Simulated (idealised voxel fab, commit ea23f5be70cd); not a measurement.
process module | voxel wiring stack
cross-section cut | 160 nm wide | cells 5 nm
A cross-section is a grid of square cells, given in bands from the top down. A band is one or more rows of cells.
Each band's line starts with the height of the band's top and of its bottom, in nm. Then come its materials from left to right, each with its width in nm. One material with "throughout" fills the band from edge to edge. "air" is empty space.
Height 0 is the level under which the wafer as received is all one material. The lowest band goes on downwards, as in "0 down".
A width such as "30 to 40" changes by the same amount from each row of cells to the next, from the band's top row to its bottom row.
"no change" after a step means that no cell of the cross-section changed.
closed voids: empty space of 8 cells or more with no open way to the top, each as width x height at its distance from the left edge, in nm
after a step's settings: what the simulator itself notes on the step
overlay nm, on a step with a mask: how far to the right of its planned place the mask lay; to the left if negative
plan
1 op RECEIVE | material Si
2 op CONFORMAL_DEP | material SiO2 | thk nm 15
3 op DIRECTIONAL_DEP | material TiN | thk nm 5
4 op DIRECTIONAL_DEP | material W | thk nm 25
5 op PATTERN | tone cover | mask id METAL_1 | material resist | width nm 20 | pitch nm 40 | thk nm 20 | overlay nm -15
6 op DIRECTIONAL_ETCH | etch materials W | depth nm 25
7 op DIRECTIONAL_ETCH | etch materials TiN | depth nm 5
8 op STRIP | etch materials resist
9 op FILL_DEP | material lowk | thk nm 10
10 op CMP | height nm 45
11 op CONFORMAL_DEP | material SiCN | thk nm 5
12 op DIRECTIONAL_DEP | material lowk | thk nm 30
13 op DIRECTIONAL_DEP | material aC | thk nm 15
14 op PATTERN | tone open | mask id METAL_2 | material resist | width nm 20 | pitch nm 40 | thk nm 30 | overlay nm 0
15 op DIRECTIONAL_ETCH | etch materials aC | depth nm 15
16 op STRIP | etch materials resist
17 op DIRECTIONAL_ETCH | etch materials lowk | depth nm 15
18 op STRIP | etch materials aC
19 op MASKED_ETCH | tone open | mask id METAL_2_HOLES | width nm 15 | pitch nm 40 | etch materials lowk | depth nm 15 | overlay nm 0
20 op MASKED_ETCH | tone open | mask id METAL_2_HOLES | width nm 15 | pitch nm 40 | etch materials SiCN | depth nm 5 | overlay nm 0
21 op CONFORMAL_DEP | material TiN | thk nm 5
22 op FILL_DEP | material Cu | thk nm 10
23 op CMP | height nm 80
24 op CONFORMAL_DEP | material SiN | thk nm 5
varied across the wafers: overlay nm of step 5. The plan shows the first wafer's value. All wafers start alike
first wafer as received, after step 1
  0 down: Si throughout
  closed voids: none
first wafer at the end, after step 24
  85 to 80: SiN throughout
  80 to 70: lowk 50 | TiN 5 | Cu 10 | TiN 5 | lowk 20 | TiN 5 | Cu 10 | TiN 5 | lowk 50
  70 to 65: lowk 50 | TiN 5 | Cu 5 | TiN 10 | lowk 20 | TiN 5 | Cu 5 | TiN 10 | lowk 50
  65 to 50: lowk 50 | TiN 5 | Cu 5 | TiN 5 | lowk 25 | TiN 5 | Cu 5 | TiN 5 | lowk 55
  50 to 45: SiCN 50 | TiN 15 | SiCN 25 | TiN 15 | SiCN 55
  45 to 20: lowk 35 | W 20 | lowk 20 | W 20 | lowk 65
  20 to 15: lowk 35 | TiN 20 | lowk 20 | TiN 20 | lowk 65
  15 to 0: SiO2 throughout
  0 down: Si throughout
  closed voids: none
last wafer at the end
  85 to 80: SiN throughout
  80 to 70: lowk 50 | TiN 5 | Cu 10 | TiN 5 | lowk 20 | TiN 5 | Cu 10 | TiN 5 | lowk 50
  70 to 65: lowk 50 | TiN 5 | Cu 5 | TiN 10 | lowk 20 | TiN 5 | Cu 5 | TiN 10 | lowk 50
  65 to 50: lowk 50 | TiN 5 | Cu 5 | TiN 5 | lowk 25 | TiN 5 | Cu 5 | TiN 5 | lowk 55
  50 to 45: SiCN 50 | TiN 15 | SiCN 25 | TiN 15 | SiCN 55
  45 to 20: lowk 65 | W 20 | lowk 20 | W 20 | lowk 35
  20 to 15: lowk 65 | TiN 20 | lowk 20 | TiN 20 | lowk 35
  15 to 0: SiO2 throughout
  0 down: Si throughout
  closed voids: none
each wafer at the end: cells of each material gained (+) or lost (-) since it was received, then its closed voids
overlay nm -15 | +16 Cu | +26 SiCN | +32 SiN | +96 SiO2 | +40 TiN | +40 W | +294 lowk | closed voids: none
overlay nm -10 | +16 Cu | +26 SiCN | +32 SiN | +96 SiO2 | +40 TiN | +40 W | +294 lowk | closed voids: none
overlay nm -5 | +16 Cu | +26 SiCN | +32 SiN | +96 SiO2 | +40 TiN | +40 W | +294 lowk | closed voids: none
overlay nm 0 | +16 Cu | +26 SiCN | +32 SiN | +96 SiO2 | +40 TiN | +40 W | +294 lowk | closed voids: none
overlay nm 5 | +16 Cu | +26 SiCN | +32 SiN | +96 SiO2 | +40 TiN | +40 W | +294 lowk | closed voids: none
overlay nm 10 | +16 Cu | +26 SiCN | +32 SiN | +96 SiO2 | +40 TiN | +40 W | +294 lowk | closed voids: none
overlay nm 15 | +16 Cu | +26 SiCN | +32 SiN | +96 SiO2 | +40 TiN | +40 W | +294 lowk | closed voids: none
